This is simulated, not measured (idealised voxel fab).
Module name: voxel trench capacitor (process module)
Cross-sectional view cut (width: 185 nm; square cell size: 5 nm).
Heads up, the way a cross-section reads in here is a grid of square cells, handed over as bands from the top down, with every band being one or more rows of cells.
It is stipulated that each band's entry specify, in nanometres, the height of the top of the band and then that of its bottom, followed by the materials of the band in left-to-right sequence, each together with its width in nanometres. A single material marked by the word "everywhere" is understood to fill the band from edge to edge; the word "blank" is understood to denote empty space.
Counting heights begins at 0, where everything beneath is, in the wafer as received, one material. The lowest band has no bottom; it goes on downwards, as "0 nm and below" shows.
A width given as "30..40" starts at the first number in the band's top row and ends at the second number in its bottom row, shifting by an equal amount at every step from row to row.
Any step labelled "no modification" changed none of the cells in the cross-section.
"Closed empty spaces": sealed empty spaces, 8 cells or more, no open way to top, listed width x height at distance, with distance from the left edge and width, height and distance in nm.
On each step's line, the part that comes after the settings is the simulator's own comment on the step.
The line of a step may include "overlay nm". On a step with a mask, this value is how far to the right of its planned place the mask lay. A negative value means the mask lay to the left.

Planned step list for the process:
1) RECEIVE (material Si)
2) CONFORMAL_DEP (material SiN; thk nm 5)
3) PATTERN (tone open; mask id TRENCH; material resist; width nm 30; pitch nm 50; thk nm 20; overlay nm 0)
4) DIRECTIONAL_ETCH (etch materials SiN; depth nm 5)
5) DIRECTIONAL_ETCH (etch materials Si; depth nm 25)
6) STRIP (etch materials resist)
7) CONFORMAL_DEP (material Al2O3; thk nm 5)
8) CONFORMAL_DEP (material TiN; thk nm 5)
9) FILL_DEP (material W; thk nm 10)
10) CMP (height nm 5)

Cross-sectional view of the wafer in its as-received condition, corresponding to the state after step 1:
0 nm and below = Si everywhere
Closed empty spaces: none

Cross-sectional view of the first of the two wafers upon completion of the module, processed in accordance with the plan:
5 nm to 0 nm = SiN: 25  Al2O3: 5  TiN: 5  W: 10  TiN: 5  Al2O3: 5  SiN: 20  Al2O3: 5  TiN: 5  W: 10  TiN: 5  Al2O3: 5  SiN: 20  Al2O3: 5  TiN: 5  W: 10  TiN: 5  Al2O3: 5  SiN: 30
0 nm to -15 nm = Si: 25  Al2O3: 5  TiN: 5  W: 10  TiN: 5  Al2O3: 5  Si: 20  Al2O3: 5  TiN: 5  W: 10  TiN: 5  Al2O3: 5  Si: 20  Al2O3: 5  TiN: 5  W: 10  TiN: 5  Al2O3: 5  Si: 30
-15 nm to -20 nm = Si: 25  Al2O3: 5  TiN: 20  Al2O3: 5  Si: 20  Al2O3: 5  TiN: 20  Al2O3: 5  Si: 20  Al2O3: 5  TiN: 20  Al2O3: 5  Si: 30
-20 nm to -25 nm = Si: 25  Al2O3: 30  Si: 20  Al2O3: 30  Si: 20  Al2O3: 30  Si: 30
-25 nm and below = Si everywhere
Closed empty spaces: none

Cross-sectional image of the second wafer of the two following completion of the module. Starting state and process plan were the same as for the first wafer; one execution error occurred:
5 nm to 0 nm = SiN: 25  TiN: 5  Al2O3: 5  W: 10  Al2O3: 5  TiN: 5  SiN: 20  TiN: 5  Al2O3: 5  W: 10  Al2O3: 5  TiN: 5  SiN: 20  TiN: 5  Al2O3: 5  W: 10  Al2O3: 5  TiN: 5  SiN: 30
0 nm to -15 nm = Si: 25  TiN: 5  Al2O3: 5  W: 10  Al2O3: 5  TiN: 5  Si: 20  TiN: 5  Al2O3: 5  W: 10  Al2O3: 5  TiN: 5  Si: 20  TiN: 5  Al2O3: 5  W: 10  Al2O3: 5  TiN: 5  Si: 30
-15 nm to -20 nm = Si: 25  TiN: 5  Al2O3: 20  TiN: 5  Si: 20  TiN: 5  Al2O3: 20  TiN: 5  Si: 20  TiN: 5  Al2O3: 20  TiN: 5  Si: 30
-20 nm to -25 nm = Si: 25  TiN: 30  Si: 20  TiN: 30  Si: 20  TiN: 30  Si: 30
-25 nm and below = Si everywhere
Closed empty spaces: none
It is concluded that the wafer was processed incorrectly with respect to the plan, in that steps 7 and 8 got flipped, so each one ran where the other should have
Final comparison by cell count, materials where the second wafer has more or fewer than the first: 12 fewer of Al2O3, 12 more of TiN
